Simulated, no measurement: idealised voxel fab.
A process module follows: voxel wiring stack.
cross-section cut | 205 nm wide | cells 5 nm
We lay out every cross-section as a grid of square cells and spell it out in bands from the top down, where one band means one or more rows of cells.
Per band: top height and bottom height in nm, followed by the left-to-right materials and their widths in nm; "throughout" marks a single material spanning edge to edge, "blank" marks empty space.
Heights are measured from 0, the level below which the as-received wafer is all one material; the lowest band has no bottom and continues downward, written as in "0 nm and below".
Graded width ("30 to 40"): value in top row of band = first number; value in bottom row = second number; row-to-row change constant.
The designation "stayed the same", where it is given for a processing step, indicates that no cell of the cross-section was altered in the course of that step.
So "Enclosed internal cavities" is basically the list of trapped voids: any empty space of 8 cells or more that can't reach the top through an opening. They're written width x height at distance, the distance being from the left edge, and it's all nm.
On a step's line, text after the settings is the simulator commenting on that step.
If you see "overlay nm" on a step's line and that step has a mask, it's telling you how far right of where it was planned the mask ended up; a negative number means it went left instead.

The process steps that were planned are listed below:
1 RECEIVE,material Si
2 CONFORMAL_DEP,material SiO2,thk nm 10
3 CONFORMAL_DEP,material SiN,thk nm 5
4 DIRECTIONAL_DEP,material SiO2,thk nm 20
5 DIRECTIONAL_DEP,material aC,thk nm 15
6 PATTERN,tone open,mask id METAL_1,material resist,width nm 25,pitch nm 50,thk nm 35,overlay nm 0
7 DIRECTIONAL_ETCH,etch materials aC,depth nm 15
8 STRIP,etch materials resist
9 DIRECTIONAL_ETCH,etch materials SiO2,depth nm 20
10 DIRECTIONAL_ETCH,etch materials SiN,depth nm 5
11 STRIP,etch materials aC
12 CONFORMAL_DEP,material TiN,thk nm 5
13 FILL_DEP,material W,thk nm 5
14 CMP,height nm 35
15 EPI,material Ru,thk nm 5
16 FILL_DEP,material SiCN,thk nm 5
17 DIRECTIONAL_DEP,material lowk,thk nm 35
18 MASKED_ETCH,tone open,mask id METAL_2_HOLES,width nm 15,pitch nm 50,etch materials lowk,depth nm 35,overlay nm 0
19 MASKED_ETCH,tone open,mask id METAL_2,width nm 25,pitch nm 50,etch materials lowk,depth nm 20,overlay nm 0
20 MASKED_ETCH,tone open,mask id METAL_2,width nm 25,pitch nm 50,etch materials SiCN,depth nm 5,overlay nm 0
21 CONFORMAL_DEP,material TiN,thk nm 5
22 FILL_DEP,material Cu,thk nm 10
23 CMP,height nm 80
24 CONFORMAL_DEP,material SiCN,thk nm 5
25 DIRECTIONAL_DEP,material SiO2,thk nm 30
26 PATTERN,tone open,mask id METAL_3_HOLES,material resist,width nm 15,pitch nm 50,thk nm 15,overlay nm 0
27 DIRECTIONAL_ETCH,etch materials SiO2,depth nm 30
28 STRIP,etch materials resist
29 DIRECTIONAL_DEP,material aC,thk nm 15
30 PATTERN,tone open,mask id METAL_3,material resist,width nm 25,pitch nm 50,thk nm 35,overlay nm 0
31 DIRECTIONAL_ETCH,etch materials aC,depth nm 15
32 STRIP,etch materials resist
33 DIRECTIONAL_ETCH,etch materials SiO2,depth nm 20
34 DIRECTIONAL_ETCH,etch materials SiCN,depth nm 5
35 STRIP,etch materials aC
36 CONFORMAL_DEP,material TiN,thk nm 5
37 FILL_DEP,material Ru,thk nm 10
38 CMP,height nm 115
39 CONFORMAL_DEP,material SiCN,thk nm 5

Wafer as received: cross-section following step 1:
	0 nm and below: Si throughout
	Enclosed internal cavities: none

Post-module cross-section: identical start and plan to those above, one misstep in execution:
	120 nm to 115 nm: SiCN throughout
	115 nm to 100 nm: 40 SiO2  5 SiCN  15 Ru  5 SiCN  25 SiO2  5 SiCN  15 Ru  5 SiCN  25 SiO2  5 SiCN  15 Ru  5 SiCN  40 SiO2
	100 nm to 95 nm: 40 SiO2  5 SiCN  5 Ru  15 SiCN  25 SiO2  5 SiCN  5 Ru  15 SiCN  25 SiO2  5 SiCN  5 Ru  15 SiCN  40 SiO2
	95 nm to 85 nm: 40 SiO2  5 SiCN  5 Ru  5 SiCN  35 SiO2  5 SiCN  5 Ru  5 SiCN  35 SiO2  5 SiCN  5 Ru  5 SiCN  50 SiO2
	85 nm to 80 nm: SiCN throughout
	80 nm to 65 nm: 40 lowk  5 TiN  15 Cu  5 TiN  25 lowk  5 TiN  15 Cu  5 TiN  25 lowk  5 TiN  15 Cu  5 TiN  40 lowk
	65 nm to 60 nm: 40 lowk  5 TiN  5 Cu  15 TiN  25 lowk  5 TiN  5 Cu  15 TiN  25 lowk  5 TiN  5 Cu  15 TiN  40 lowk
	60 nm to 45 nm: 40 lowk  5 TiN  5 Cu  5 TiN  35 lowk  5 TiN  5 Cu  5 TiN  35 lowk  5 TiN  5 Cu  5 TiN  50 lowk
	45 nm to 40 nm: 40 SiCN  15 TiN  35 SiCN  15 TiN  35 SiCN  15 TiN  50 SiCN
	40 nm to 35 nm: 35 SiCN  35 Ru  15 SiCN  35 Ru  15 SiCN  35 Ru  35 SiCN
	35 nm to 15 nm: 40 SiO2  5 TiN  15 W  5 TiN  25 SiO2  5 TiN  15 W  5 TiN  25 SiO2  5 TiN  15 W  5 TiN  40 SiO2
	15 nm to 10 nm: 40 SiN  25 TiN  25 SiN  25 TiN  25 SiN  25 TiN  40 SiN
	10 nm to 0 nm: SiO2 throughout
	0 nm and below: Si throughout
	Enclosed internal cavities: none
what went wrong: step 36 off recipe, ran as CONFORMAL_DEP,material SiCN,thk nm 5
